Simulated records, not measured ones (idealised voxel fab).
The name of this process module is voxel self aligned contacts.
This is section cut - it's 240 nm across, gridded in 5 nm square cells.
Throughout this document, each cross-section is represented as a grid of square cells and is presented as a sequence of bands enumerated from the top downward, where a band comprises one or more rows of cells.
Basically the band line says how high the top is and how high the bottom is, in nm, and then what's in it from left to right, every material with its width in nm. Empty space shows up as "air", and if a single material carries "all across" it runs the full band edge to edge.
Heights are reckoned from 0. Under this level, the received wafer is all of one material. The bottommost band is open-ended downward, for example "0 down".
Read "30->40" as a graded width: first number on top, second number at the bottom, same change between each pair of neighbouring rows.
"no alteration" for a step: no cell of the cross-section changed in that step.
Voids not open to the top, 8 cells minimum: see "Sealed internal voids". Written width x height at distance; distance is from the left edge; nm.
Note: text after step settings on the step line = simulator remark on that step.
overlay nm: step with mask; distance mask lay right of planned place; negative value = left of planned place.

[The planned process steps are enumerated hereunder]
1. RECEIVE with material Si
2. OXIDIZE with depth nm 5
3. DIRECTIONAL_DEP with material polySi, thk nm 30
4. DIRECTIONAL_DEP with material SiN, thk nm 20
5. DIRECTIONAL_DEP with material aC, thk nm 10
6. PATTERN with tone cover, mask id GATE, material resist, width nm 25, pitch nm 65, thk nm 30, overlay nm 0
7. DIRECTIONAL_ETCH with etch materials aC, depth nm 10
8. STRIP with etch materials resist
9. DIRECTIONAL_ETCH with etch materials SiN, depth nm 20
10. DIRECTIONAL_ETCH with etch materials polySi, depth nm 30
11. STRIP with etch materials aC
12. CONFORMAL_DEP with material SiN, thk nm 10
13. DIRECTIONAL_ETCH with etch materials SiN, depth nm 10
14. FILL_DEP with material SiO2, thk nm 15
15. CMP with height nm 60
16. DIRECTIONAL_DEP with material aC, thk nm 10
17. PATTERN with tone open, mask id CONTACT, material resist, width nm 50, thk nm 25, overlay nm 0
18. DIRECTIONAL_ETCH with etch materials aC, depth nm 10
19. STRIP with etch materials resist
20. DIRECTIONAL_ETCH with etch materials SiO2, depth nm 65
21. STRIP with etch materials aC
22. CONFORMAL_DEP with material TiN, thk nm 5
23. FILL_DEP with material W, thk nm 5
24. CMP with height nm 60
25. CONFORMAL_DEP with material SiN, thk nm 5

[First of two wafers, processed according to plan]

[Wafer at receipt (post step 1), cross-section]
> 0 down = Si all across
> Sealed internal voids: none

[Wafer xsec, post step 2]
> 0 to -5 = SiO2 all across
> For the remainder of the cross-section, below -5, there is no change.

[Wafer xsec, post step 3]
> 30 to 0 = polySi all across
> For the remainder of the cross-section, below 0, there is no change.

[Wafer xsec, post step 4]
> 50 to 30 = SiN all across
> For the remainder of the cross-section, below 30, there is no change.

[Wafer xsec, post step 5]
> 60 to 50 = aC all across
> For the remainder of the cross-section, below 50, there is no change.

[Wafer xsec, post step 6]
> 90 to 60 = air (75), resist (25), air (40), resist (25), air (75)
> For the remainder of the cross-section, below 60, there is no change.

[Wafer xsec, post step 7]
> 80 to 60 = air (75), resist (25), air (40), resist (25), air (75)
> 60 to 50 = air (75), aC (25), air (40), aC (25), air (75)
> For the remainder of the cross-section, below 50, there is no change.

[Wafer xsec, post step 8]
> 60 to 50 = air (75), aC (25), air (40), aC (25), air (75)
> For the remainder of the cross-section, below 50, there is no change.

[Wafer xsec, post step 9]
> 60 to 50 = air (75), aC (25), air (40), aC (25), air (75)
> 50 to 30 = air (75), SiN (25), air (40), SiN (25), air (75)
> For the remainder of the cross-section, below 30, there is no change.

[Wafer xsec, post step 10]
> 60 to 50 = air (75), aC (25), air (40), aC (25), air (75)
> 50 to 30 = air (75), SiN (25), air (40), SiN (25), air (75)
> 30 to 0 = air (75), polySi (25), air (40), polySi (25), air (75)
> For the remainder of the cross-section, below 0, there is no change.

[Wafer xsec, post step 11]
> 50 to 30 = air (75), SiN (25), air (40), SiN (25), air (75)
> For the remainder of the cross-section, below 30, there is no change.

[Wafer xsec, post step 12]
> 60 to 30 = air (65), SiN (45), air (20), SiN (45), air (65)
> 30 to 10 = air (65), SiN (10), polySi (25), SiN (10), air (20), SiN (10), polySi (25), SiN (10), air (65)
> 10 to 0 = SiN (75), polySi (25), SiN (40), polySi (25), SiN (75)
> For the remainder of the cross-section, below 0, there is no change.

[Wafer xsec, post step 13]
> 50 to 30 = air (65), SiN (45), air (20), SiN (45), air (65)
> 30 to 0 = air (65), SiN (10), polySi (25), SiN (10), air (20), SiN (10), polySi (25), SiN (10), air (65)
> For the remainder of the cross-section, below 0, there is no change.

[Wafer xsec, post step 14]
> 65 to 50 = SiO2 all across
> 50 to 30 = SiO2 (65), SiN (45), SiO2 (20), SiN (45), SiO2 (65)
> 30 to 0 = SiO2 (65), SiN (10), polySi (25), SiN (10), SiO2 (20), SiN (10), polySi (25), SiN (10), SiO2 (65)
> For the remainder of the cross-section, below 0, there is no change.

[Wafer xsec, post step 15]
> 60 to 50 = SiO2 all across
> For the remainder of the cross-section, below 50, there is no change.

[Wafer xsec, post step 16]
> 70 to 60 = aC all across
> For the remainder of the cross-section, below 60, there is no change.

[Wafer xsec, post step 17]
> 95 to 70 = resist (95), air (50), resist (95)
> For the remainder of the cross-section, below 70, there is no change.

[Wafer xsec, post step 18]
> 85 to 70 = resist (95), air (50), resist (95)
> 70 to 60 = aC (95), air (50), aC (95)
> For the remainder of the cross-section, below 60, there is no change.

[Wafer xsec, post step 19]
> 70 to 60 = aC (95), air (50), aC (95)
> For the remainder of the cross-section, below 60, there is no change.

[Wafer xsec, post step 20]
> 70 to 60 = aC (95), air (50), aC (95)
> 60 to 50 = SiO2 (95), air (50), SiO2 (95)
> 50 to 30 = SiO2 (65), SiN (45), air (20), SiN (45), SiO2 (65)
> 30 to 0 = SiO2 (65), SiN (10), polySi (25), SiN (10), air (20), SiN (10), polySi (25), SiN (10), SiO2 (65)
> 0 to -5 = SiO2 (110), air (20), SiO2 (110)
> For the remainder of the cross-section, below -5, there is no change.

[Wafer xsec, post step 21]
> 60 to 50 = SiO2 (95), air (50), SiO2 (95)
> For the remainder of the cross-section, below 50, there is no change.

[Wafer xsec, post step 22]
> 65 to 60 = TiN (100), air (40), TiN (100)
> 60 to 50 = SiO2 (95), TiN (5->20), air (40->10), TiN (5->20), SiO2 (95)
> 50 to 30 = SiO2 (65), SiN (45), TiN (5), air (10), TiN (5), SiN (45), SiO2 (65)
> 30 to 0 = SiO2 (65), SiN (10), polySi (25), SiN (10), TiN (5), air (10), TiN (5), SiN (10), polySi (25), SiN (10), SiO2 (65)
> 0 to -5 = SiO2 (110), TiN (20), SiO2 (110)
> For the remainder of the cross-section, below -5, there is no change.

[Wafer xsec, post step 23]
> 70 to 65 = W all across
> 65 to 60 = TiN (100), W (40), TiN (100)
> 60 to 50 = SiO2 (95), TiN (5->20), W (40->10), TiN (5->20), SiO2 (95)
> 50 to 30 = SiO2 (65), SiN (45), TiN (5), W (10), TiN (5), SiN (45), SiO2 (65)
> 30 to 0 = SiO2 (65), SiN (10), polySi (25), SiN (10), TiN (5), W (10), TiN (5), SiN (10), polySi (25), SiN (10), SiO2 (65)
> For the remainder of the cross-section, below 0, there is no change.

[Wafer xsec, post step 24]
> 60 to 50 = SiO2 (95), TiN (5->20), W (40->10), TiN (5->20), SiO2 (95)
> For the remainder of the cross-section, below 50, there is no change.

[Wafer xsec, post step 25]
> 65 to 60 = SiN all across
> For the remainder of the cross-section, below 60, there is no change.

[Second Wafer (Identical Start and Plan, One Processing Error; Matches First Wafer Through Step 3)]

[Cross-section, second wafer, at the end time the plan gives for step 4]
> 70 to 30 = SiN all across
> For the remainder of the cross-section, below 30, there is no change.

[Cross-section, second wafer, at the end time the plan gives for step 5]
> 80 to 70 = aC all across
> For the remainder of the cross-section, below 70, there is no change.

[Cross-section, second wafer, at the end time the plan gives for step 6]
> 110 to 80 = air (75), resist (25), air (40), resist (25), air (75)
> For the remainder of the cross-section, below 80, there is no change.

[Cross-section, second wafer, at the end time the plan gives for step 7]
> 100 to 80 = air (75), resist (25), air (40), resist (25), air (75)
> 80 to 70 = air (75), aC (25), air (40), aC (25), air (75)
> For the remainder of the cross-section, below 70, there is no change.

[Cross-section, second wafer, at the end time the plan gives for step 8]
> 80 to 70 = air (75), aC (25), air (40), aC (25), air (75)
> For the remainder of the cross-section, below 70, there is no change.

[Cross-section, second wafer, at the end time the plan gives for step 9]
> 80 to 70 = air (75), aC (25), air (40), aC (25), air (75)
> 70 to 50 = air (75), SiN (25), air (40), SiN (25), air (75)
> For the remainder of the cross-section, below 50, there is no change.

Cross-section, second wafer, at the end time the plan gives for step 10: no alteration

[Cross-section, second wafer, at the end time the plan gives for step 11]
> 70 to 50 = air (75), SiN (25), air (40), SiN (25), air (75)
> For the remainder of the cross-section, below 50, there is no change.

[Cross-section, second wafer, at the end time the plan gives for step 12]
> 80 to 60 = air (65), SiN (45), air (20), SiN (45), air (65)
> 60 to 30 = SiN all across
> For the remainder of the cross-section, below 30, there is no change.

[Cross-section, second wafer, at the end time the plan gives for step 13]
> 70 to 50 = air (65), SiN (45), air (20), SiN (45), air (65)
> For the remainder of the cross-section, below 50, there is no change.

[Cross-section, second wafer, at the end time the plan gives for step 14]
> 85 to 70 = SiO2 all across
> 70 to 50 = SiO2 (65), SiN (45), SiO2 (20), SiN (45), SiO2 (65)
> For the remainder of the cross-section, below 50, there is no change.

[Cross-section, second wafer, at the end time the plan gives for step 15]
> 60 to 50 = SiO2 (65), SiN (45), SiO2 (20), SiN (45), SiO2 (65)
> For the remainder of the cross-section, below 50, there is no change.

[Cross-section, second wafer, at the end time the plan gives for step 16]
> 70 to 60 = aC all across
> For the remainder of the cross-section, below 60, there is no change.

[Cross-section, second wafer, at the end time the plan gives for step 17]
> 95 to 70 = resist (95), air (50), resist (95)
> For the remainder of the cross-section, below 70, there is no change.

[Cross-section, second wafer, at the end time the plan gives for step 18]
> 85 to 70 = resist (95), air (50), resist (95)
> 70 to 60 = aC (95), air (50), aC (95)
> For the remainder of the cross-section, below 60, there is no change.

[Cross-section, second wafer, at the end time the plan gives for step 19]
> 70 to 60 = aC (95), air (50), aC (95)
> For the remainder of the cross-section, below 60, there is no change.

[Cross-section, second wafer, at the end time the plan gives for step 20]
> 70 to 60 = aC (95), air (50), aC (95)
> 60 to 50 = SiO2 (65), SiN (45), air (20), SiN (45), SiO2 (65)
> For the remainder of the cross-section, below 50, there is no change.

[Cross-section, second wafer, at the end time the plan gives for step 21]
> 60 to 50 = SiO2 (65), SiN (45), air (20), SiN (45), SiO2 (65)
> For the remainder of the cross-section, below 50, there is no change.

[Cross-section, second wafer, at the end time the plan gives for step 22]
> 65 to 60 = TiN (115), air (10), TiN (115)
> 60 to 55 = SiO2 (65), SiN (45), TiN (5), air (10), TiN (5), SiN (45), SiO2 (65)
> 55 to 50 = SiO2 (65), SiN (45), TiN (20), SiN (45), SiO2 (65)
> For the remainder of the cross-section, below 50, there is no change.

[Cross-section, second wafer, at the end time the plan gives for step 23]
> 70 to 65 = W all across
> 65 to 60 = TiN (115), W (10), TiN (115)
> 60 to 55 = SiO2 (65), SiN (45), TiN (5), W (10), TiN (5), SiN (45), SiO2 (65)
> For the remainder of the cross-section, below 55, there is no change.

[Cross-section, second wafer, at the end time the plan gives for step 24]
> 60 to 55 = SiO2 (65), SiN (45), TiN (5), W (10), TiN (5), SiN (45), SiO2 (65)
> For the remainder of the cross-section, below 55, there is no change.

[Cross-section, second wafer, at the end time the plan gives for step 25]
> 65 to 60 = SiN all across
> For the remainder of the cross-section, below 60, there is no change.
The mistake made against the process plan was this: it should be noted that step 4 of the plan was executed twice
The second wafer ends with more or fewer cells of some materials than the first, per final count: SiN +108 | SiO2 -280 | TiN -28 | W -28 | polySi +228
